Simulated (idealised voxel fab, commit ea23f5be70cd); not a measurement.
The document below concerns the process module designated voxel capacitor over wiring.
Cross-section cut: width 145 nm, square cells of 5 nm.
Think of the cross-section as a grid of square cells. We describe it in bands, top to bottom, and each band covers one or more rows of those cells.
Band entry format. Leading values: height of top, height of bottom, nm. Remainder: materials in left-to-right order, each with its width in nm. Special words: "edge to edge" on a single material, which then fills the band edge to edge; "blank", empty space.
Zero point of the height axis is 0; under it, received wafer = one material. Lowest band: continues down indefinitely, "0..down".
The expression "30 to 40" gives the width at the extremes of the band, the first number at its top row of cells and the second at its bottom row, with the width changing by equal amounts from each row to the next in between.
Take "no alteration" at face value: in the step it is given for, the cross-section changed in none of its cells.
Closed empty spaces (no open way to the top) of 8 cells or more are what "Trapped void list" lists, each as width x height at distance from the left edge, nm for all three.
Anything after a step's settings on that line? It's the simulator's own note about the step.
On any step carrying a mask, the "overlay nm" setting, if present on the step's line, tells how far right of its planned place the mask lay; negative values point to the left.

**These are the steps we planned for the process**
1) RECEIVE with material Si
2) CONFORMAL_DEP with material SiO2, thk nm 15
3) CONFORMAL_DEP with material SiCN, thk nm 5
4) DIRECTIONAL_DEP with material lowk, thk nm 15
5) PATTERN with tone open, mask id METAL_1, material resist, width nm 25, pitch nm 90, thk nm 15, overlay nm 0
6) DIRECTIONAL_ETCH with etch materials lowk, depth nm 15
7) DIRECTIONAL_ETCH with etch materials SiCN, depth nm 5
8) STRIP with etch materials resist
9) CONFORMAL_DEP with material TiN, thk nm 5
10) FILL_DEP with material Ru, thk nm 5
11) CMP with height nm 35
12) EPI with material Ru, thk nm 5
13) FILL_DEP with material SiCN, thk nm 5
14) DIRECTIONAL_DEP with material lowk, thk nm 10
15) MASKED_ETCH with tone open, mask id PLUG_1, width nm 15, etch materials lowk, depth nm 10, overlay nm 0
16) MASKED_ETCH with tone open, mask id PLUG_1, width nm 15, etch materials SiCN, depth nm 5, overlay nm 0
17) CONFORMAL_DEP with material TiN, thk nm 5
18) FILL_DEP with material Ru, thk nm 5
19) CMP with height nm 55
20) DIRECTIONAL_DEP with material TiN, thk nm 10
21) DIRECTIONAL_DEP with material SiN, thk nm 5
22) DIRECTIONAL_DEP with material TiN, thk nm 5
23) PATTERN with tone cover, mask id UPPER_PLATE, material resist, width nm 70, thk nm 20, overlay nm 0
24) DIRECTIONAL_ETCH with etch materials TiN, depth nm 5
25) DIRECTIONAL_ETCH with etch materials SiN, depth nm 5
26) STRIP with etch materials resist
27) MASKED_ETCH with tone cover, mask id LOWER_PLATE, width nm 80, etch materials TiN, depth nm 10, overlay nm 0
28) FILL_DEP with material SiO2, thk nm 15
29) CMP with height nm 85
30) PATTERN with tone open, mask id PLUG_2, material resist, width nm 15, thk nm 20, overlay nm 0
31) DIRECTIONAL_ETCH with etch materials SiO2, depth nm 10
32) STRIP with etch materials resist
33) CONFORMAL_DEP with material TiN, thk nm 5
34) FILL_DEP with material Ru, thk nm 10
35) CMP with height nm 85
36) CONFORMAL_DEP with material SiCN, thk nm 5

**First of two wafers, processed according to plan**

**As-received wafer cross-section (after step 1)**
0..down | Si edge to edge
Trapped void list: none

**Presented here is a cross-section of the wafer after step 2 has been performed**
15..0 | SiO2 edge to edge
At heights below 0, the structure remains unaltered.

**Presented here is a cross-section of the wafer after step 3 has been performed**
20..15 | SiCN edge to edge
At heights below 15, the structure remains unaltered.

**Presented here is a cross-section of the wafer after step 4 has been performed**
35..20 | lowk edge to edge
At heights below 20, the structure remains unaltered.

**Presented here is a cross-section of the wafer after step 5 has been performed**
50..35 | 15 of resist; 25 of blank; 65 of resist; 25 of blank; 15 of resist
At heights below 35, the structure remains unaltered.

**Presented here is a cross-section of the wafer after step 6 has been performed**
50..35 | 15 of resist; 25 of blank; 65 of resist; 25 of blank; 15 of resist
35..20 | 15 of lowk; 25 of blank; 65 of lowk; 25 of blank; 15 of lowk
At heights below 20, the structure remains unaltered.

**Presented here is a cross-section of the wafer after step 7 has been performed**
50..35 | 15 of resist; 25 of blank; 65 of resist; 25 of blank; 15 of resist
35..20 | 15 of lowk; 25 of blank; 65 of lowk; 25 of blank; 15 of lowk
20..15 | 15 of SiCN; 25 of blank; 65 of SiCN; 25 of blank; 15 of SiCN
At heights below 15, the structure remains unaltered.

**Presented here is a cross-section of the wafer after step 8 has been performed**
35..20 | 15 of lowk; 25 of blank; 65 of lowk; 25 of blank; 15 of lowk
At heights below 20, the structure remains unaltered.

**Presented here is a cross-section of the wafer after step 9 has been performed**
40..35 | 20 of TiN; 15 of blank; 75 of TiN; 15 of blank; 20 of TiN
35..20 | 15 of lowk; 5 of TiN; 15 of blank; 5 of TiN; 65 of lowk; 5 of TiN; 15 of blank; 5 of TiN; 15 of lowk
20..15 | 15 of SiCN; 25 of TiN; 65 of SiCN; 25 of TiN; 15 of SiCN
At heights below 15, the structure remains unaltered.

**Presented here is a cross-section of the wafer after step 10 has been performed**
45..40 | Ru edge to edge
40..35 | 20 of TiN; 15 of Ru; 75 of TiN; 15 of Ru; 20 of TiN
35..20 | 15 of lowk; 5 of TiN; 15 of Ru; 5 of TiN; 65 of lowk; 5 of TiN; 15 of Ru; 5 of TiN; 15 of lowk
At heights below 20, the structure remains unaltered.

**Presented here is a cross-section of the wafer after step 11 has been performed**
35..20 | 15 of lowk; 5 of TiN; 15 of Ru; 5 of TiN; 65 of lowk; 5 of TiN; 15 of Ru; 5 of TiN; 15 of lowk
At heights below 20, the structure remains unaltered.

**Presented here is a cross-section of the wafer after step 12 has been performed**
40..35 | 10 of blank; 35 of Ru; 55 of blank; 35 of Ru; 10 of blank
At heights below 35, the structure remains unaltered.

**Presented here is a cross-section of the wafer after step 13 has been performed**
45..40 | SiCN edge to edge
40..35 | 10 of SiCN; 35 of Ru; 55 of SiCN; 35 of Ru; 10 of SiCN
At heights below 35, the structure remains unaltered.

**Presented here is a cross-section of the wafer after step 14 has been performed**
55..45 | lowk edge to edge
At heights below 45, the structure remains unaltered.

**Presented here is a cross-section of the wafer after step 15 has been performed**
55..45 | 25 of lowk; 15 of blank; 105 of lowk
At heights below 45, the structure remains unaltered.

**Presented here is a cross-section of the wafer after step 16 has been performed**
55..45 | 25 of lowk; 15 of blank; 105 of lowk
45..40 | 25 of SiCN; 15 of blank; 105 of SiCN
At heights below 40, the structure remains unaltered.

**Presented here is a cross-section of the wafer after step 17 has been performed**
60..55 | 30 of TiN; 5 of blank; 110 of TiN
55..45 | 25 of lowk; 5 of TiN; 5 of blank; 5 of TiN; 105 of lowk
45..40 | 25 of SiCN; 15 of TiN; 105 of SiCN
At heights below 40, the structure remains unaltered.

**Presented here is a cross-section of the wafer after step 18 has been performed**
65..60 | Ru edge to edge
60..55 | 30 of TiN; 5 of Ru; 110 of TiN
55..45 | 25 of lowk; 5 of TiN; 5 of Ru; 5 of TiN; 105 of lowk
At heights below 45, the structure remains unaltered.

**Presented here is a cross-section of the wafer after step 19 has been performed**
55..45 | 25 of lowk; 5 of TiN; 5 of Ru; 5 of TiN; 105 of lowk
At heights below 45, the structure remains unaltered.

**Presented here is a cross-section of the wafer after step 20 has been performed**
65..55 | TiN edge to edge
At heights below 55, the structure remains unaltered.

**Presented here is a cross-section of the wafer after step 21 has been performed**
70..65 | SiN edge to edge
At heights below 65, the structure remains unaltered.

**Presented here is a cross-section of the wafer after step 22 has been performed**
75..70 | TiN edge to edge
At heights below 70, the structure remains unaltered.

**Presented here is a cross-section of the wafer after step 23 has been performed**
95..75 | 25 of blank; 70 of resist; 50 of blank
At heights below 75, the structure remains unaltered.

**Presented here is a cross-section of the wafer after step 24 has been performed**
95..75 | 25 of blank; 70 of resist; 50 of blank
75..70 | 25 of blank; 70 of TiN; 50 of blank
At heights below 70, the structure remains unaltered.

**Presented here is a cross-section of the wafer after step 25 has been performed**
95..75 | 25 of blank; 70 of resist; 50 of blank
75..70 | 25 of blank; 70 of TiN; 50 of blank
70..65 | 25 of blank; 70 of SiN; 50 of blank
At heights below 65, the structure remains unaltered.

**Presented here is a cross-section of the wafer after step 26 has been performed**
75..70 | 25 of blank; 70 of TiN; 50 of blank
At heights below 70, the structure remains unaltered.

**Presented here is a cross-section of the wafer after step 27 has been performed**
75..70 | 25 of blank; 70 of TiN; 50 of blank
70..65 | 25 of blank; 70 of SiN; 50 of blank
65..55 | 20 of blank; 80 of TiN; 45 of blank
At heights below 55, the structure remains unaltered.

**Presented here is a cross-section of the wafer after step 28 has been performed**
90..75 | SiO2 edge to edge
75..70 | 25 of SiO2; 70 of TiN; 50 of SiO2
70..65 | 25 of SiO2; 70 of SiN; 50 of SiO2
65..55 | 20 of SiO2; 80 of TiN; 45 of SiO2
At heights below 55, the structure remains unaltered.

**Presented here is a cross-section of the wafer after step 29 has been performed**
85..75 | SiO2 edge to edge
At heights below 75, the structure remains unaltered.

**Presented here is a cross-section of the wafer after step 30 has been performed**
105..85 | 35 of resist; 15 of blank; 95 of resist
At heights below 85, the structure remains unaltered.

**Presented here is a cross-section of the wafer after step 31 has been performed**
105..85 | 35 of resist; 15 of blank; 95 of resist
85..75 | 35 of SiO2; 15 of blank; 95 of SiO2
At heights below 75, the structure remains unaltered.

**Presented here is a cross-section of the wafer after step 32 has been performed**
85..75 | 35 of SiO2; 15 of blank; 95 of SiO2
At heights below 75, the structure remains unaltered.

**Presented here is a cross-section of the wafer after step 33 has been performed**
90..85 | 40 of TiN; 5 of blank; 100 of TiN
85..80 | 35 of SiO2; 5 of TiN; 5 of blank; 5 of TiN; 95 of SiO2
80..70 | 35 to 25 of SiO2; 15 to 70 of TiN; 95 to 50 of SiO2
At heights below 70, the structure remains unaltered.

**Presented here is a cross-section of the wafer after step 34 has been performed**
100..90 | Ru edge to edge
90..85 | 40 of TiN; 5 of Ru; 100 of TiN
85..80 | 35 of SiO2; 5 of TiN; 5 of Ru; 5 of TiN; 95 of SiO2
At heights below 80, the structure remains unaltered.

**Presented here is a cross-section of the wafer after step 35 has been performed**
85..80 | 35 of SiO2; 5 of TiN; 5 of Ru; 5 of TiN; 95 of SiO2
At heights below 80, the structure remains unaltered.

**Presented here is a cross-section of the wafer after step 36 has been performed**
90..85 | SiCN edge to edge
At heights below 85, the structure remains unaltered.

**second wafer: like start, like plan, one mistake. Through step 9 it matches the first wafer**

**The second wafer in cross-section, at the planned close of step 10**
45..40 | SiO2 edge to edge
40..35 | 20 of TiN; 15 of SiO2; 75 of TiN; 15 of SiO2; 20 of TiN
35..20 | 15 of lowk; 5 of TiN; 15 of SiO2; 5 of TiN; 65 of lowk; 5 of TiN; 15 of SiO2; 5 of TiN; 15 of lowk
At heights below 20, the structure remains unaltered.

**The second wafer in cross-section, at the planned close of step 11**
35..20 | 15 of lowk; 5 of TiN; 15 of SiO2; 5 of TiN; 65 of lowk; 5 of TiN; 15 of SiO2; 5 of TiN; 15 of lowk
At heights below 20, the structure remains unaltered.

**The second wafer in cross-section, at the planned close of step 12**
40..35 | 10 of blank; 15 of Ru; 5 of blank; 15 of Ru; 55 of blank; 15 of Ru; 5 of blank; 15 of Ru; 10 of blank
At heights below 35, the structure remains unaltered.

**The second wafer in cross-section, at the planned close of step 13**
45..40 | SiCN edge to edge
40..35 | 10 of SiCN; 15 of Ru; 5 of SiCN; 15 of Ru; 55 of SiCN; 15 of Ru; 5 of SiCN; 15 of Ru; 10 of SiCN
At heights below 35, the structure remains unaltered.

**The second wafer in cross-section, at the planned close of step 14**
55..45 | lowk edge to edge
At heights below 45, the structure remains unaltered.

**The second wafer in cross-section, at the planned close of step 15**
55..45 | 25 of lowk; 15 of blank; 105 of lowk
At heights below 45, the structure remains unaltered.

**The second wafer in cross-section, at the planned close of step 16**
55..45 | 25 of lowk; 15 of blank; 105 of lowk
45..40 | 25 of SiCN; 15 of blank; 105 of SiCN
At heights below 40, the structure remains unaltered.

**The second wafer in cross-section, at the planned close of step 17**
60..55 | 30 of TiN; 5 of blank; 110 of TiN
55..45 | 25 of lowk; 5 of TiN; 5 of blank; 5 of TiN; 105 of lowk
45..40 | 25 of SiCN; 15 of TiN; 105 of SiCN
At heights below 40, the structure remains unaltered.

**The second wafer in cross-section, at the planned close of step 18**
65..60 | Ru edge to edge
60..55 | 30 of TiN; 5 of Ru; 110 of TiN
55..45 | 25 of lowk; 5 of TiN; 5 of Ru; 5 of TiN; 105 of lowk
At heights below 45, the structure remains unaltered.

**The second wafer in cross-section, at the planned close of step 19**
55..45 | 25 of lowk; 5 of TiN; 5 of Ru; 5 of TiN; 105 of lowk
At heights below 45, the structure remains unaltered.

**The second wafer in cross-section, at the planned close of step 20**
65..55 | TiN edge to edge
At heights below 55, the structure remains unaltered.

**The second wafer in cross-section, at the planned close of step 21**
70..65 | SiN edge to edge
At heights below 65, the structure remains unaltered.

**The second wafer in cross-section, at the planned close of step 22**
75..70 | TiN edge to edge
At heights below 70, the structure remains unaltered.

**The second wafer in cross-section, at the planned close of step 23**
95..75 | 25 of blank; 70 of resist; 50 of blank
At heights below 75, the structure remains unaltered.

**The second wafer in cross-section, at the planned close of step 24**
95..75 | 25 of blank; 70 of resist; 50 of blank
75..70 | 25 of blank; 70 of TiN; 50 of blank
At heights below 70, the structure remains unaltered.

**The second wafer in cross-section, at the planned close of step 25**
95..75 | 25 of blank; 70 of resist; 50 of blank
75..70 | 25 of blank; 70 of TiN; 50 of blank
70..65 | 25 of blank; 70 of SiN; 50 of blank
At heights below 65, the structure remains unaltered.

**The second wafer in cross-section, at the planned close of step 26**
75..70 | 25 of blank; 70 of TiN; 50 of blank
At heights below 70, the structure remains unaltered.

**The second wafer in cross-section, at the planned close of step 27**
75..70 | 25 of blank; 70 of TiN; 50 of blank
70..65 | 25 of blank; 70 of SiN; 50 of blank
65..55 | 20 of blank; 80 of TiN; 45 of blank
At heights below 55, the structure remains unaltered.

**The second wafer in cross-section, at the planned close of step 28**
90..75 | SiO2 edge to edge
75..70 | 25 of SiO2; 70 of TiN; 50 of SiO2
70..65 | 25 of SiO2; 70 of SiN; 50 of SiO2
65..55 | 20 of SiO2; 80 of TiN; 45 of SiO2
At heights below 55, the structure remains unaltered.

**The second wafer in cross-section, at the planned close of step 29**
85..75 | SiO2 edge to edge
At heights below 75, the structure remains unaltered.

**The second wafer in cross-section, at the planned close of step 30**
105..85 | 35 of resist; 15 of blank; 95 of resist
At heights below 85, the structure remains unaltered.

**The second wafer in cross-section, at the planned close of step 31**
105..85 | 35 of resist; 15 of blank; 95 of resist
85..75 | 35 of SiO2; 15 of blank; 95 of SiO2
At heights below 75, the structure remains unaltered.

**The second wafer in cross-section, at the planned close of step 32**
85..75 | 35 of SiO2; 15 of blank; 95 of SiO2
At heights below 75, the structure remains unaltered.

**The second wafer in cross-section, at the planned close of step 33**
90..85 | 40 of TiN; 5 of blank; 100 of TiN
85..80 | 35 of SiO2; 5 of TiN; 5 of blank; 5 of TiN; 95 of SiO2
80..70 | 35 to 25 of SiO2; 15 to 70 of TiN; 95 to 50 of SiO2
At heights below 70, the structure remains unaltered.

**The second wafer in cross-section, at the planned close of step 34**
100..90 | Ru edge to edge
90..85 | 40 of TiN; 5 of Ru; 100 of TiN
85..80 | 35 of SiO2; 5 of TiN; 5 of Ru; 5 of TiN; 95 of SiO2
At heights below 80, the structure remains unaltered.

**The second wafer in cross-section, at the planned close of step 35**
85..80 | 35 of SiO2; 5 of TiN; 5 of Ru; 5 of TiN; 95 of SiO2
At heights below 80, the structure remains unaltered.

**The second wafer in cross-section, at the planned close of step 36**
90..85 | SiCN edge to edge
At heights below 85, the structure remains unaltered.
What broke from the plan during processing? step 10: run off-plan, actual operation and settings FILL_DEP with material SiO2, thk nm 5
Wrapping up, a cell-based count of both wafers puts the second over or under the first for these materials: Ru: 20 fewer; SiCN: 2 more; SiO2: 18 more
